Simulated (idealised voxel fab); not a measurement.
The following process module bears the name voxel gate over fins.
FYI the section here is cut, 195 nm wide, cells are 5 nm squares.
We lay out every cross-section as a grid of square cells and spell it out in bands from the top down, where one band means one or more rows of cells. Read a band's entry like this: the first values are the height of its top and the height of its bottom in nm, and what follows is the sequence of materials from left to right, each with its width in nm. Note that "air" is empty space, and that a single material marked "everywhere" reaches across the band from edge to edge. Counting heights begins at 0, where everything beneath is, in the wafer as received, one material. The lowest band has no bottom; it goes on downwards, as "top 0, no bottom" shows. Top row gets the first number, bottom row gets the second, and each row in between changes by the same step: that is how a band width like "30->40" works. Given "no change occurred" for a step, no cell of the cross-section differs between before and after that step. "Fully sealed voids" lists enclosed empty spaces (at least 8 cells, no open path upward to the top), each as width x height at distance from the left edge, in nm. Step line, after settings: the simulator's comment on this step. "overlay nm" answers the question of how far to the right of plan the mask lay on a step that has a mask, and when it is negative the answer is to the left.

-- This section lists the process steps that were planned
1: op RECEIVE | material Si
2: op CONFORMAL_DEP | material SiN | thk nm 5
3: op PATTERN | tone cover | mask id FINS | material resist | width nm 15 | pitch nm 40 | thk nm 15 | overlay nm 0
4: op DIRECTIONAL_ETCH | etch materials SiN | depth nm 5
5: op DIRECTIONAL_ETCH | etch materials Si | depth nm 40
6: op STRIP | etch materials resist
7: op FILL_DEP | material SiO2 | thk nm 10
8: op CMP | height nm 5
9: op SELECTIVE_ETCH | etch materials SiO2 | depth nm 20
10: op STRIP | etch materials SiN
11: op CONFORMAL_DEP | material HfO2 | thk nm 5
12: op CONFORMAL_DEP | material TiN | thk nm 5
13: op CONFORMAL_DEP | material TiAl | thk nm 5
14: op CONFORMAL_DEP | material TiN | thk nm 5
15: op FILL_DEP | material W | thk nm 15
16: op CMP | height nm 30
17: op CONFORMAL_DEP | material SiN | thk nm 5

-- As-received wafer cross-section (after step 1)
    top 0, no bottom = Si everywhere
    Fully sealed voids: none

-- Module complete - cross-section of the first of two wafers, run according to plan
    top 35, bottom 30 = SiN everywhere
    top 30, bottom 20 = W everywhere
    top 20, bottom 15 = W=30, TiN=135, W=30
    top 15, bottom 10 = W=30, TiN=5, TiAl=125, TiN=5, W=30
    top 10, bottom 5 = W=30, TiN=5, TiAl=5, TiN=35, TiAl=5, TiN=35, TiAl=5, TiN=35, TiAl=5, TiN=5, W=30
    top 5, bottom 0 = TiN=35, TiAl=5, TiN=5, HfO2=25, TiN=5, TiAl=5, TiN=5, HfO2=25, TiN=5, TiAl=5, TiN=5, HfO2=25, TiN=5, TiAl=5, TiN=35
    top 0, bottom -5 = TiAl=40, TiN=5, HfO2=5, Si=15, HfO2=5, TiN=5, TiAl=5, TiN=5, HfO2=5, Si=15, HfO2=5, TiN=5, TiAl=5, TiN=5, HfO2=5, Si=15, HfO2=5, TiN=5, TiAl=40
    top -5, bottom -10 = TiN=45, HfO2=5, Si=15, HfO2=5, TiN=15, HfO2=5, Si=15, HfO2=5, TiN=15, HfO2=5, Si=15, HfO2=5, TiN=45
    top -10, bottom -15 = HfO2=50, Si=15, HfO2=25, Si=15, HfO2=25, Si=15, HfO2=50
    top -15, bottom -40 = SiO2=50, Si=15, SiO2=25, Si=15, SiO2=25, Si=15, SiO2=50
    top -40, no bottom = Si everywhere
    Fully sealed voids: none

-- Same start, same plan as the first wafer - but one mistake in the run. Cross-section of the second of the two at the end of the module
    top 35, bottom 30 = SiN everywhere
    top 30, bottom 20 = W everywhere
    top 20, bottom 15 = W=25, TiN=145, W=25
    top 15, bottom 10 = W=25, TiN=5, TiAl=135, TiN=5, W=25
    top 10, bottom 5 = W=25, TiN=5, TiAl=5, TiN=125, TiAl=5, TiN=5, W=25
    top 5, bottom 0 = TiN=30, TiAl=5, TiN=5, HfO2=35, TiN=5, HfO2=35, TiN=5, HfO2=35, TiN=5, TiAl=5, TiN=30
    top 0, bottom -5 = TiAl=35, TiN=5, HfO2=5, Si=25, HfO2=5, TiN=5, HfO2=5, Si=25, HfO2=5, TiN=5, HfO2=5, Si=25, HfO2=5, TiN=5, TiAl=35
    top -5, bottom -10 = TiN=40, HfO2=5, Si=25, HfO2=5, TiN=5, HfO2=5, Si=25, HfO2=5, TiN=5, HfO2=5, Si=25, HfO2=5, TiN=40
    top -10, bottom -15 = HfO2=45, Si=25, HfO2=15, Si=25, HfO2=15, Si=25, HfO2=45
    top -15, bottom -40 = SiO2=45, Si=25, SiO2=15, Si=25, SiO2=15, Si=25, SiO2=45
    top -40, no bottom = Si everywhere
    Fully sealed voids: none
Misprocessing identified: heads up, step 3 didn't go per plan, it actually ran as op PATTERN | tone cover | mask id FINS | material resist | width nm 25 | pitch nm 40 | thk nm 15 | overlay nm 0
It is noted that, at the conclusion of processing, the second wafer exhibits a higher or lower cell count for certain materials relative to the first: Si +48, SiO2 -30, TiAl -6, TiN -6, W -6
